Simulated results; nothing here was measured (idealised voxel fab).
The process module that follows is named voxel self aligned vias.
It is cross-section cut that appears here, measuring 265 nm in width, its square cells being 5 nm in size.
We lay out every cross-section as a grid of square cells and spell it out in bands from the top down, where one band means one or more rows of cells.
It is stipulated that each band's entry specify, in nanometres, the height of the top of the band and then that of its bottom, followed by the materials of the band in left-to-right sequence, each together with its width in nanometres. A single material marked by the word "everywhere" is understood to fill the band from edge to edge; the word "empty" is understood to denote empty space.
Counting heights begins at 0, where everything beneath is, in the wafer as received, one material. The lowest band has no bottom; it goes on downwards, as "0 down" shows.
Quick explanation for "30..40": the width changes in equal steps down the rows of cells, from the first number in the band's top row to the second number in its bottom row.
No cell of the cross-section changed in a step that is given as "identical to before".
"Catalogued sealed voids" enumerates empty spaces isolated from the top, with no open way to it, that contain at least 8 cells, giving each as width x height at distance from the left edge, all three in nm.
Past the settings on a step's line: simulator remark, on that step.
overlay nm: how far to the right of its planned place the mask lay on this masked step (negative: to the left).
# Steps planned for the process
1 RECEIVE,material Si
2 CONFORMAL_DEP,material SiO2,thk nm 15
3 CONFORMAL_DEP,material SiCN,thk nm 5
4 DIRECTIONAL_DEP,material SiO2,thk nm 30
5 MASKED_ETCH,tone open,mask id LINES,width nm 25,pitch nm 70,etch materials SiO2,depth nm 30,overlay nm 0
6 CONFORMAL_DEP,material TiN,thk nm 5
7 FILL_DEP,material W,thk nm 10
8 CMP,height nm 50
9 SELECTIVE_ETCH,etch materials W Ru TiN,depth nm 10
10 FILL_DEP,material SiN,thk nm 10
11 CMP,height nm 50
12 DIRECTIONAL_DEP,material SiO2,thk nm 15
13 DIRECTIONAL_DEP,material aC,thk nm 10
14 PATTERN,tone open,mask id VIAS,material resist,width nm 45,pitch nm 70,thk nm 25,overlay nm 0
15 DIRECTIONAL_ETCH,etch materials aC,depth nm 10
16 STRIP,etch materials resist
17 DIRECTIONAL_ETCH,etch materials SiO2,depth nm 15
18 DIRECTIONAL_ETCH,etch materials SiN,depth nm 10
19 STRIP,etch materials aC
20 CONFORMAL_DEP,material TiN,thk nm 5
21 FILL_DEP,material W,thk nm 10
22 CMP,height nm 65
23 CONFORMAL_DEP,material SiCN,thk nm 5
# The first of two wafers, run as planned
# So this is the incoming wafer in cross-section - it's already been through step 1
    0 down = Si everywhere
    Catalogued sealed voids: none
# Once step 2 is through, the wafer looks like this in cross-section
    15 to 0 = SiO2 everywhere
    below 0: unchanged
# Once step 3 is through, the wafer looks like this in cross-section
    20 to 15 = SiCN everywhere
    below 15: unchanged
# Once step 4 is through, the wafer looks like this in cross-section
    50 to 20 = SiO2 everywhere
    below 20: unchanged
# Once step 5 is through, the wafer looks like this in cross-section
    50 to 20 = SiO2=50, then empty=25, then SiO2=45, then empty=25, then SiO2=45, then empty=25, then SiO2=50
    below 20: unchanged
# Once step 6 is through, the wafer looks like this in cross-section
    55 to 50 = TiN=55, then empty=15, then TiN=55, then empty=15, then TiN=55, then empty=15, then TiN=55
    50 to 25 = SiO2=50, then TiN=5, then empty=15, then TiN=5, then SiO2=45, then TiN=5, then empty=15, then TiN=5, then SiO2=45, then TiN=5, then empty=15, then TiN=5, then SiO2=50
    25 to 20 = SiO2=50, then TiN=25, then SiO2=45, then TiN=25, then SiO2=45, then TiN=25, then SiO2=50
    below 20: unchanged
# Once step 7 is through, the wafer looks like this in cross-section
    65 to 55 = W everywhere
    55 to 50 = TiN=55, then W=15, then TiN=55, then W=15, then TiN=55, then W=15, then TiN=55
    50 to 25 = SiO2=50, then TiN=5, then W=15, then TiN=5, then SiO2=45, then TiN=5, then W=15, then TiN=5, then SiO2=45, then TiN=5, then W=15, then TiN=5, then SiO2=50
    below 25: unchanged
# Once step 8 is through, the wafer looks like this in cross-section
    50 to 25 = SiO2=50, then TiN=5, then W=15, then TiN=5, then SiO2=45, then TiN=5, then W=15, then TiN=5, then SiO2=45, then TiN=5, then W=15, then TiN=5, then SiO2=50
    below 25: unchanged
# Once step 9 is through, the wafer looks like this in cross-section
    50 to 40 = SiO2=50, then empty=25, then SiO2=45, then empty=25, then SiO2=45, then empty=25, then SiO2=50
    below 40: unchanged
# Once step 10 is through, the wafer looks like this in cross-section
    60 to 50 = SiN everywhere
    50 to 40 = SiO2=50, then SiN=25, then SiO2=45, then SiN=25, then SiO2=45, then SiN=25, then SiO2=50
    below 40: unchanged
# Once step 11 is through, the wafer looks like this in cross-section
    50 to 40 = SiO2=50, then SiN=25, then SiO2=45, then SiN=25, then SiO2=45, then SiN=25, then SiO2=50
    below 40: unchanged
# Once step 12 is through, the wafer looks like this in cross-section
    65 to 50 = SiO2 everywhere
    below 50: unchanged
# Once step 13 is through, the wafer looks like this in cross-section
    75 to 65 = aC everywhere
    below 65: unchanged
# Once step 14 is through, the wafer looks like this in cross-section
    100 to 75 = resist=40, then empty=45, then resist=25, then empty=45, then resist=25, then empty=45, then resist=40
    below 75: unchanged
# Once step 15 is through, the wafer looks like this in cross-section
    90 to 75 = resist=40, then empty=45, then resist=25, then empty=45, then resist=25, then empty=45, then resist=40
    75 to 65 = aC=40, then empty=45, then aC=25, then empty=45, then aC=25, then empty=45, then aC=40
    below 65: unchanged
# Once step 16 is through, the wafer looks like this in cross-section
    75 to 65 = aC=40, then empty=45, then aC=25, then empty=45, then aC=25, then empty=45, then aC=40
    below 65: unchanged
# Once step 17 is through, the wafer looks like this in cross-section
    75 to 65 = aC=40, then empty=45, then aC=25, then empty=45, then aC=25, then empty=45, then aC=40
    65 to 50 = SiO2=40, then empty=45, then SiO2=25, then empty=45, then SiO2=25, then empty=45, then SiO2=40
    below 50: unchanged
# Once step 18 is through, the wafer looks like this in cross-section
    75 to 65 = aC=40, then empty=45, then aC=25, then empty=45, then aC=25, then empty=45, then aC=40
    65 to 50 = SiO2=40, then empty=45, then SiO2=25, then empty=45, then SiO2=25, then empty=45, then SiO2=40
    50 to 40 = SiO2=50, then empty=25, then SiO2=45, then empty=25, then SiO2=45, then empty=25, then SiO2=50
    below 40: unchanged
# Once step 19 is through, the wafer looks like this in cross-section
    65 to 50 = SiO2=40, then empty=45, then SiO2=25, then empty=45, then SiO2=25, then empty=45, then SiO2=40
    below 50: unchanged
# Once step 20 is through, the wafer looks like this in cross-section
    70 to 65 = TiN=45, then empty=35, then TiN=35, then empty=35, then TiN=35, then empty=35, then TiN=45
    65 to 55 = SiO2=40, then TiN=5, then empty=35, then TiN=5, then SiO2=25, then TiN=5, then empty=35, then TiN=5, then SiO2=25, then TiN=5, then empty=35, then TiN=5, then SiO2=40
    55 to 45 = SiO2=40..50, then TiN=15..5, then empty=15, then TiN=15..5, then SiO2=25..45, then TiN=15..5, then empty=15, then TiN=15..5, then SiO2=25..45, then TiN=15..5, then empty=15, then TiN=15..5, then SiO2=40..50
    45 to 40 = SiO2=50, then TiN=25, then SiO2=45, then TiN=25, then SiO2=45, then TiN=25, then SiO2=50
    below 40: unchanged
# Once step 21 is through, the wafer looks like this in cross-section
    80 to 70 = W everywhere
    70 to 65 = TiN=45, then W=35, then TiN=35, then W=35, then TiN=35, then W=35, then TiN=45
    65 to 55 = SiO2=40, then TiN=5, then W=35, then TiN=5, then SiO2=25, then TiN=5, then W=35, then TiN=5, then SiO2=25, then TiN=5, then W=35, then TiN=5, then SiO2=40
    55 to 45 = SiO2=40..50, then TiN=15..5, then W=15, then TiN=15..5, then SiO2=25..45, then TiN=15..5, then W=15, then TiN=15..5, then SiO2=25..45, then TiN=15..5, then W=15, then TiN=15..5, then SiO2=40..50
    below 45: unchanged
# Once step 22 is through, the wafer looks like this in cross-section
    65 to 55 = SiO2=40, then TiN=5, then W=35, then TiN=5, then SiO2=25, then TiN=5, then W=35, then TiN=5, then SiO2=25, then TiN=5, then W=35, then TiN=5, then SiO2=40
    below 55: unchanged
# Once step 23 is through, the wafer looks like this in cross-section
    70 to 65 = SiCN everywhere
    below 65: unchanged
# Companion wafer, the second of two: same beginning, same intended sequence, one mistake in carrying it out; through step 4 inclusive it tracks the first exactly
# Second wafer, cut view, end of step 5 per plan
    50 to 20 = SiO2=55, then empty=15, then SiO2=55, then empty=15, then SiO2=55, then empty=15, then SiO2=55
    below 20: unchanged
# Second wafer, cut view, end of step 6 per plan
    55 to 50 = TiN=60, then empty=5, then TiN=65, then empty=5, then TiN=65, then empty=5, then TiN=60
    50 to 25 = SiO2=55, then TiN=5, then empty=5, then TiN=5, then SiO2=55, then TiN=5, then empty=5, then TiN=5, then SiO2=55, then TiN=5, then empty=5, then TiN=5, then SiO2=55
    25 to 20 = SiO2=55, then TiN=15, then SiO2=55, then TiN=15, then SiO2=55, then TiN=15, then SiO2=55
    below 20: unchanged
# Second wafer, cut view, end of step 7 per plan
    65 to 55 = W everywhere
    55 to 50 = TiN=60, then W=5, then TiN=65, then W=5, then TiN=65, then W=5, then TiN=60
    50 to 25 = SiO2=55, then TiN=5, then W=5, then TiN=5, then SiO2=55, then TiN=5, then W=5, then TiN=5, then SiO2=55, then TiN=5, then W=5, then TiN=5, then SiO2=55
    below 25: unchanged
# Second wafer, cut view, end of step 8 per plan
    50 to 25 = SiO2=55, then TiN=5, then W=5, then TiN=5, then SiO2=55, then TiN=5, then W=5, then TiN=5, then SiO2=55, then TiN=5, then W=5, then TiN=5, then SiO2=55
    below 25: unchanged
# Second wafer, cut view, end of step 9 per plan
    50 to 40 = SiO2=55, then empty=15, then SiO2=55, then empty=15, then SiO2=55, then empty=15, then SiO2=55
    below 40: unchanged
# Second wafer, cut view, end of step 10 per plan
    60 to 50 = SiN everywhere
    50 to 40 = SiO2=55, then SiN=15, then SiO2=55, then SiN=15, then SiO2=55, then SiN=15, then SiO2=55
    below 40: unchanged
# Second wafer, cut view, end of step 11 per plan
    50 to 40 = SiO2=55, then SiN=15, then SiO2=55, then SiN=15, then SiO2=55, then SiN=15, then SiO2=55
    below 40: unchanged
# Second wafer, cut view, end of step 12 per plan
    65 to 50 = SiO2 everywhere
    below 50: unchanged
# Second wafer, cut view, end of step 13 per plan
    75 to 65 = aC everywhere
    below 65: unchanged
# Second wafer, cut view, end of step 14 per plan
    100 to 75 = resist=40, then empty=45, then resist=25, then empty=45, then resist=25, then empty=45, then resist=40
    below 75: unchanged
# Second wafer, cut view, end of step 15 per plan
    90 to 75 = resist=40, then empty=45, then resist=25, then empty=45, then resist=25, then empty=45, then resist=40
    75 to 65 = aC=40, then empty=45, then aC=25, then empty=45, then aC=25, then empty=45, then aC=40
    below 65: unchanged
# Second wafer, cut view, end of step 16 per plan
    75 to 65 = aC=40, then empty=45, then aC=25, then empty=45, then aC=25, then empty=45, then aC=40
    below 65: unchanged
# Second wafer, cut view, end of step 17 per plan
    75 to 65 = aC=40, then empty=45, then aC=25, then empty=45, then aC=25, then empty=45, then aC=40
    65 to 50 = SiO2=40, then empty=45, then SiO2=25, then empty=45, then SiO2=25, then empty=45, then SiO2=40
    below 50: unchanged
# Second wafer, cut view, end of step 18 per plan
    75 to 65 = aC=40, then empty=45, then aC=25, then empty=45, then aC=25, then empty=45, then aC=40
    65 to 50 = SiO2=40, then empty=45, then SiO2=25, then empty=45, then SiO2=25, then empty=45, then SiO2=40
    50 to 40 = SiO2=55, then empty=15, then SiO2=55, then empty=15, then SiO2=55, then empty=15, then SiO2=55
    below 40: unchanged
# Second wafer, cut view, end of step 19 per plan
    65 to 50 = SiO2=40, then empty=45, then SiO2=25, then empty=45, then SiO2=25, then empty=45, then SiO2=40
    below 50: unchanged
# Second wafer, cut view, end of step 20 per plan
    70 to 65 = TiN=45, then empty=35, then TiN=35, then empty=35, then TiN=35, then empty=35, then TiN=45
    65 to 55 = SiO2=40, then TiN=5, then empty=35, then TiN=5, then SiO2=25, then TiN=5, then empty=35, then TiN=5, then SiO2=25, then TiN=5, then empty=35, then TiN=5, then SiO2=40
    55 to 45 = SiO2=40..55, then TiN=20..5, then empty=5, then TiN=20..5, then SiO2=25..55, then TiN=20..5, then empty=5, then TiN=20..5, then SiO2=25..55, then TiN=20..5, then empty=5, then TiN=20..5, then SiO2=40..55
    45 to 40 = SiO2=55, then TiN=15, then SiO2=55, then TiN=15, then SiO2=55, then TiN=15, then SiO2=55
    below 40: unchanged
# Second wafer, cut view, end of step 21 per plan
    80 to 70 = W everywhere
    70 to 65 = TiN=45, then W=35, then TiN=35, then W=35, then TiN=35, then W=35, then TiN=45
    65 to 55 = SiO2=40, then TiN=5, then W=35, then TiN=5, then SiO2=25, then TiN=5, then W=35, then TiN=5, then SiO2=25, then TiN=5, then W=35, then TiN=5, then SiO2=40
    55 to 45 = SiO2=40..55, then TiN=20..5, then W=5, then TiN=20..5, then SiO2=25..55, then TiN=20..5, then W=5, then TiN=20..5, then SiO2=25..55, then TiN=20..5, then W=5, then TiN=20..5, then SiO2=40..55
    below 45: unchanged
# Second wafer, cut view, end of step 22 per plan
    65 to 55 = SiO2=40, then TiN=5, then W=35, then TiN=5, then SiO2=25, then TiN=5, then W=35, then TiN=5, then SiO2=25, then TiN=5, then W=35, then TiN=5, then SiO2=40
    below 55: unchanged
# Second wafer, cut view, end of step 23 per plan
    70 to 65 = SiCN everywhere
    below 65: unchanged
Processing error: note that step 5 departed from the planned setting and was carried out as MASKED_ETCH,tone open,mask id LINES,width nm 15,pitch nm 70,etch materials SiO2,depth nm 30,overlay nm 0
Wafer comparison, final, in cells, second relative to first, materials more or fewer: SiO2: 36 more; TiN: 6 fewer; W: 30 fewer
